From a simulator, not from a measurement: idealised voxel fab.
process module | voxel capacitor over wiring
cross-section cut | 140 nm wide | cells 5 nm
A cross-section is a grid of square cells, given in bands from the top down. A band is one or more rows of cells.
Each band's line starts with the height of the band's top and of its bottom, in nm. Then come its materials from left to right, each with its width in nm. One material with "throughout" fills the band from edge to edge. "air" is empty space.
Height 0 is the level under which the wafer as received is all one material. The lowest band goes on downwards, as in "0 down".
A width such as "30 to 40" changes by the same amount from each row of cells to the next, from the band's top row to its bottom row.
"no change" after a step means that no cell of the cross-section changed.
closed voids: empty space of 8 cells or more with no open way to the top, each as width x height at its distance from the left edge, in nm
after a step's settings: what the simulator itself notes on the step
overlay nm, on a step with a mask: how far to the right of its planned place the mask lay; to the left if negative
plan
1 op RECEIVE | material Si
2 op CONFORMAL_DEP | material SiO2 | thk nm 10
3 op DIRECTIONAL_DEP | material TiN | thk nm 5
4 op DIRECTIONAL_DEP | material Ru | thk nm 15
5 op MASKED_ETCH | tone cover | mask id METAL_1 | width nm 20 | pitch nm 80 | etch materials Ru | depth nm 15 | overlay nm 0
6 op MASKED_ETCH | tone cover | mask id METAL_1 | width nm 20 | pitch nm 80 | etch materials TiN | depth nm 5 | overlay nm 0
7 op CONFORMAL_DEP | material SiCN | thk nm 5
8 op FILL_DEP | material SiO2 | thk nm 10
9 op CMP | height nm 30
10 op CONFORMAL_DEP | material SiCN | thk nm 5
11 op DIRECTIONAL_DEP | material lowk | thk nm 15
12 op MASKED_ETCH | tone open | mask id PLUG_1 | width nm 15 | etch materials lowk | depth nm 15 | overlay nm 0
13 op MASKED_ETCH | tone open | mask id PLUG_1 | width nm 15 | etch materials SiCN | depth nm 5 | overlay nm 0
14 op EPI | material Ru | thk nm 10
15 op EPI | material Ru | thk nm 10
16 op DIRECTIONAL_DEP | material TiN | thk nm 10
17 op DIRECTIONAL_DEP | material SiN | thk nm 5
18 op DIRECTIONAL_DEP | material TiN | thk nm 5
19 op PATTERN | tone cover | mask id UPPER_PLATE | material resist | width nm 65 | thk nm 15 | overlay nm 0
20 op DIRECTIONAL_ETCH | etch materials TiN | depth nm 5
21 op DIRECTIONAL_ETCH | etch materials SiN | depth nm 5
22 op STRIP | etch materials resist
23 op DIRECTIONAL_DEP | material aC | thk nm 15
24 op PATTERN | tone cover | mask id LOWER_PLATE | material resist | width nm 75 | thk nm 30 | overlay nm 0
25 op DIRECTIONAL_ETCH | etch materials aC | depth nm 15
26 op STRIP | etch materials resist
27 op DIRECTIONAL_ETCH | etch materials TiN | depth nm 10
28 op STRIP | etch materials aC
29 op FILL_DEP | material SiO2 | thk nm 15
30 op CMP | height nm 80
31 op PATTERN | tone open | mask id PLUG_2 | material resist | width nm 15 | thk nm 15 | overlay nm 0
32 op DIRECTIONAL_ETCH | etch materials SiO2 | depth nm 10
33 op STRIP | etch materials resist
34 op CONFORMAL_DEP | material TiN | thk nm 5
35 op FILL_DEP | material W | thk nm 5
36 op CMP | height nm 80
37 op CONFORMAL_DEP | material SiN | thk nm 5
first wafer, as planned
as received, after step 1
  0 down: Si throughout
  closed voids: none
after step 2
  10 to 0: SiO2 throughout
  below 0: unchanged
after step 3
  15 to 10: TiN throughout
  below 10: unchanged
after step 4
  30 to 15: Ru throughout
  below 15: unchanged
after step 5
  30 to 15: air 20 | Ru 20 | air 60 | Ru 20 | air 20
  below 15: unchanged
after step 6
  30 to 15: air 20 | Ru 20 | air 60 | Ru 20 | air 20
  15 to 10: air 20 | TiN 20 | air 60 | TiN 20 | air 20
  below 10: unchanged
after step 7
  35 to 30: air 15 | SiCN 30 | air 50 | SiCN 30 | air 15
  30 to 15: air 15 | SiCN 5 | Ru 20 | SiCN 5 | air 50 | SiCN 5 | Ru 20 | SiCN 5 | air 15
  15 to 10: SiCN 20 | TiN 20 | SiCN 60 | TiN 20 | SiCN 20
  below 10: unchanged
after step 8
  45 to 35: SiO2 throughout
  35 to 30: SiO2 15 | SiCN 30 | SiO2 50 | SiCN 30 | SiO2 15
  30 to 15: SiO2 15 | SiCN 5 | Ru 20 | SiCN 5 | SiO2 50 | SiCN 5 | Ru 20 | SiCN 5 | SiO2 15
  below 15: unchanged
after step 9
  30 to 15: SiO2 15 | SiCN 5 | Ru 20 | SiCN 5 | SiO2 50 | SiCN 5 | Ru 20 | SiCN 5 | SiO2 15
  below 15: unchanged
after step 10
  35 to 30: SiCN throughout
  below 30: unchanged
after step 11
  50 to 35: lowk throughout
  below 35: unchanged
after step 12
  50 to 35: lowk 25 | air 15 | lowk 100
  below 35: unchanged
after step 13
  50 to 35: lowk 25 | air 15 | lowk 100
  35 to 30: SiCN 25 | air 15 | SiCN 100
  below 30: unchanged
after step 14
  50 to 40: lowk 25 | air 15 | lowk 100
  40 to 35: lowk 25 | Ru 15 | lowk 100
  35 to 30: SiCN 25 | Ru 15 | SiCN 100
  below 30: unchanged
after step 15
  50 to 35: lowk 25 | Ru 15 | lowk 100
  below 35: unchanged
after step 16
  60 to 50: TiN throughout
  below 50: unchanged
after step 17
  65 to 60: SiN throughout
  below 60: unchanged
after step 18
  70 to 65: TiN throughout
  below 65: unchanged
after step 19
  85 to 70: air 25 | resist 65 | air 50
  below 70: unchanged
after step 20
  85 to 70: air 25 | resist 65 | air 50
  70 to 65: air 25 | TiN 65 | air 50
  below 65: unchanged
after step 21
  85 to 70: air 25 | resist 65 | air 50
  70 to 65: air 25 | TiN 65 | air 50
  65 to 60: air 25 | SiN 65 | air 50
  below 60: unchanged
after step 22
  70 to 65: air 25 | TiN 65 | air 50
  below 65: unchanged
after step 23
  85 to 75: air 25 | aC 65 | air 50
  75 to 70: aC throughout
  70 to 65: aC 25 | TiN 65 | aC 50
  65 to 60: aC 25 | SiN 65 | aC 50
  below 60: unchanged
after step 24
  115 to 85: air 20 | resist 75 | air 45
  85 to 75: air 20 | resist 5 | aC 65 | resist 5 | air 45
  below 75: unchanged
after step 25
  100 to 85: air 20 | resist 75 | air 45
  85 to 75: air 20 | resist 5 | aC 65 | resist 5 | air 45
  75 to 70: air 20 | aC 75 | air 45
  70 to 65: air 20 | aC 5 | TiN 65 | aC 5 | air 45
  65 to 60: air 20 | aC 5 | SiN 65 | aC 5 | air 45
  below 60: unchanged
after step 26
  85 to 75: air 25 | aC 65 | air 50
  below 75: unchanged
after step 27
  85 to 75: air 25 | aC 65 | air 50
  75 to 70: air 20 | aC 75 | air 45
  70 to 65: air 20 | aC 5 | TiN 65 | aC 5 | air 45
  65 to 60: air 20 | aC 5 | SiN 65 | aC 5 | air 45
  60 to 50: air 20 | TiN 75 | air 45
  below 50: unchanged
after step 28
  70 to 65: air 25 | TiN 65 | air 50
  65 to 60: air 25 | SiN 65 | air 50
  below 60: unchanged
after step 29
  85 to 70: SiO2 throughout
  70 to 65: SiO2 25 | TiN 65 | SiO2 50
  65 to 60: SiO2 25 | SiN 65 | SiO2 50
  60 to 50: SiO2 20 | TiN 75 | SiO2 45
  below 50: unchanged
after step 30
  80 to 70: SiO2 throughout
  below 70: unchanged
after step 31
  95 to 80: resist 35 | air 15 | resist 90
  below 80: unchanged
after step 32
  95 to 80: resist 35 | air 15 | resist 90
  80 to 70: SiO2 35 | air 15 | SiO2 90
  below 70: unchanged
after step 33
  80 to 70: SiO2 35 | air 15 | SiO2 90
  below 70: unchanged
after step 34
  85 to 80: TiN 40 | air 5 | TiN 95
  80 to 75: SiO2 35 | TiN 5 | air 5 | TiN 5 | SiO2 90
  75 to 65: SiO2 35 to 25 | TiN 15 to 65 | SiO2 90 to 50
  below 65: unchanged
after step 35
  90 to 85: W throughout
  85 to 80: TiN 40 | W 5 | TiN 95
  80 to 75: SiO2 35 | TiN 5 | W 5 | TiN 5 | SiO2 90
  below 75: unchanged
after step 36
  80 to 75: SiO2 35 | TiN 5 | W 5 | TiN 5 | SiO2 90
  below 75: unchanged
after step 37
  85 to 80: SiN throughout
  below 80: unchanged
second wafer: like start, like plan, one mistake. Through step 2 it matches the first wafer
when step 3 should have ended: no change
when step 4 should have ended
  25 to 10: Ru throughout
  below 10: unchanged
when step 5 should have ended
  25 to 10: air 20 | Ru 20 | air 60 | Ru 20 | air 20
  below 10: unchanged
when step 6 should have ended: no change
when step 7 should have ended
  30 to 25: air 15 | SiCN 30 | air 50 | SiCN 30 | air 15
  25 to 15: air 15 | SiCN 5 | Ru 20 | SiCN 5 | air 50 | SiCN 5 | Ru 20 | SiCN 5 | air 15
  15 to 10: SiCN 20 | Ru 20 | SiCN 60 | Ru 20 | SiCN 20
  below 10: unchanged
when step 8 should have ended
  40 to 30: SiO2 throughout
  30 to 25: SiO2 15 | SiCN 30 | SiO2 50 | SiCN 30 | SiO2 15
  25 to 15: SiO2 15 | SiCN 5 | Ru 20 | SiCN 5 | SiO2 50 | SiCN 5 | Ru 20 | SiCN 5 | SiO2 15
  below 15: unchanged
when step 9 should have ended
  30 to 25: SiO2 15 | SiCN 30 | SiO2 50 | SiCN 30 | SiO2 15
  below 25: unchanged
when step 10 should have ended
  35 to 30: SiCN throughout
  below 30: unchanged
when step 11 should have ended
  50 to 35: lowk throughout
  below 35: unchanged
when step 12 should have ended
  50 to 35: lowk 25 | air 15 | lowk 100
  below 35: unchanged
when step 13 should have ended
  50 to 35: lowk 25 | air 15 | lowk 100
  35 to 30: SiCN 25 | air 15 | SiCN 100
  below 30: unchanged
when step 14 should have ended: no change
when step 15 should have ended: no change
when step 16 should have ended
  60 to 50: TiN 25 | air 15 | TiN 100
  50 to 40: lowk 25 | air 15 | lowk 100
  40 to 35: lowk 25 | TiN 15 | lowk 100
  35 to 30: SiCN 25 | TiN 15 | SiCN 100
  below 30: unchanged
when step 17 should have ended
  65 to 60: SiN 25 | air 15 | SiN 100
  60 to 50: TiN 25 | air 15 | TiN 100
  50 to 45: lowk 25 | air 15 | lowk 100
  45 to 40: lowk 25 | SiN 15 | lowk 100
  below 40: unchanged
when step 18 should have ended
  70 to 65: TiN 25 | air 15 | TiN 100
  65 to 60: SiN 25 | air 15 | SiN 100
  60 to 50: TiN 25 | air 15 | TiN 100
  50 to 45: lowk 25 | TiN 15 | lowk 100
  below 45: unchanged
when step 19 should have ended
  85 to 70: air 25 | resist 65 | air 50
  70 to 65: TiN 25 | resist 15 | TiN 100
  65 to 60: SiN 25 | resist 15 | SiN 100
  60 to 50: TiN 25 | resist 15 | TiN 100
  below 50: unchanged
when step 20 should have ended
  85 to 70: air 25 | resist 65 | air 50
  70 to 65: air 25 | resist 15 | TiN 50 | air 50
  below 65: unchanged
when step 21 should have ended
  85 to 70: air 25 | resist 65 | air 50
  70 to 65: air 25 | resist 15 | TiN 50 | air 50
  65 to 60: air 25 | resist 15 | SiN 50 | air 50
  below 60: unchanged
when step 22 should have ended
  70 to 65: air 40 | TiN 50 | air 50
  65 to 60: air 40 | SiN 50 | air 50
  60 to 50: TiN 25 | air 15 | TiN 100
  below 50: unchanged
when step 23 should have ended
  85 to 75: air 40 | aC 50 | air 50
  75 to 70: aC 25 | air 15 | aC 100
  70 to 65: aC 25 | air 15 | TiN 50 | aC 50
  65 to 60: aC 40 | SiN 50 | aC 50
  60 to 50: TiN 25 | aC 15 | TiN 100
  below 50: unchanged
when step 24 should have ended
  115 to 85: air 20 | resist 75 | air 45
  85 to 75: air 20 | resist 20 | aC 50 | resist 5 | air 45
  75 to 70: aC 25 | resist 15 | aC 100
  70 to 65: aC 25 | resist 15 | TiN 50 | aC 50
  below 65: unchanged
when step 25 should have ended
  100 to 85: air 20 | resist 75 | air 45
  85 to 75: air 20 | resist 20 | aC 50 | resist 5 | air 45
  75 to 70: air 20 | aC 5 | resist 15 | aC 55 | air 45
  70 to 65: air 20 | aC 5 | resist 15 | TiN 50 | aC 5 | air 45
  65 to 60: air 20 | aC 20 | SiN 50 | aC 5 | air 45
  below 60: unchanged
when step 26 should have ended
  85 to 75: air 40 | aC 50 | air 50
  75 to 70: air 20 | aC 5 | air 15 | aC 55 | air 45
  70 to 65: air 20 | aC 5 | air 15 | TiN 50 | aC 5 | air 45
  below 65: unchanged
when step 27 should have ended
  85 to 75: air 40 | aC 50 | air 50
  75 to 70: air 20 | aC 5 | air 15 | aC 55 | air 45
  70 to 65: air 20 | aC 5 | air 15 | TiN 50 | aC 5 | air 45
  65 to 60: air 20 | aC 20 | SiN 50 | aC 5 | air 45
  60 to 50: air 20 | TiN 5 | aC 15 | TiN 55 | air 45
  below 50: unchanged
when step 28 should have ended
  70 to 65: air 40 | TiN 50 | air 50
  65 to 60: air 40 | SiN 50 | air 50
  60 to 50: air 20 | TiN 5 | air 15 | TiN 55 | air 45
  below 50: unchanged
when step 29 should have ended
  85 to 70: SiO2 throughout
  70 to 65: SiO2 40 | TiN 50 | SiO2 50
  65 to 60: SiO2 40 | SiN 50 | SiO2 50
  60 to 50: SiO2 20 | TiN 5 | SiO2 15 | TiN 55 | SiO2 45
  below 50: unchanged
when step 30 should have ended
  80 to 70: SiO2 throughout
  below 70: unchanged
when step 31 should have ended
  95 to 80: resist 35 | air 15 | resist 90
  below 80: unchanged
when step 32 should have ended
  95 to 80: resist 35 | air 15 | resist 90
  80 to 70: SiO2 35 | air 15 | SiO2 90
  below 70: unchanged
when step 33 should have ended
  80 to 70: SiO2 35 | air 15 | SiO2 90
  below 70: unchanged
when step 34 should have ended
  85 to 80: TiN 40 | air 5 | TiN 95
  80 to 75: SiO2 35 | TiN 5 | air 5 | TiN 5 | SiO2 90
  75 to 65: SiO2 35 to 40 | TiN 15 to 50 | SiO2 90 to 50
  below 65: unchanged
when step 35 should have ended
  90 to 85: W throughout
  85 to 80: TiN 40 | W 5 | TiN 95
  80 to 75: SiO2 35 | TiN 5 | W 5 | TiN 5 | SiO2 90
  below 75: unchanged
when step 36 should have ended
  80 to 75: SiO2 35 | TiN 5 | W 5 | TiN 5 | SiO2 90
  below 75: unchanged
when step 37 should have ended
  85 to 80: SiN throughout
  below 80: unchanged
what went wrong: step 3 was left out
at the end the second wafer has, in cells: 12 fewer of Ru | 8 more of SiCN | 12 more of SiO2 | 8 fewer of TiN
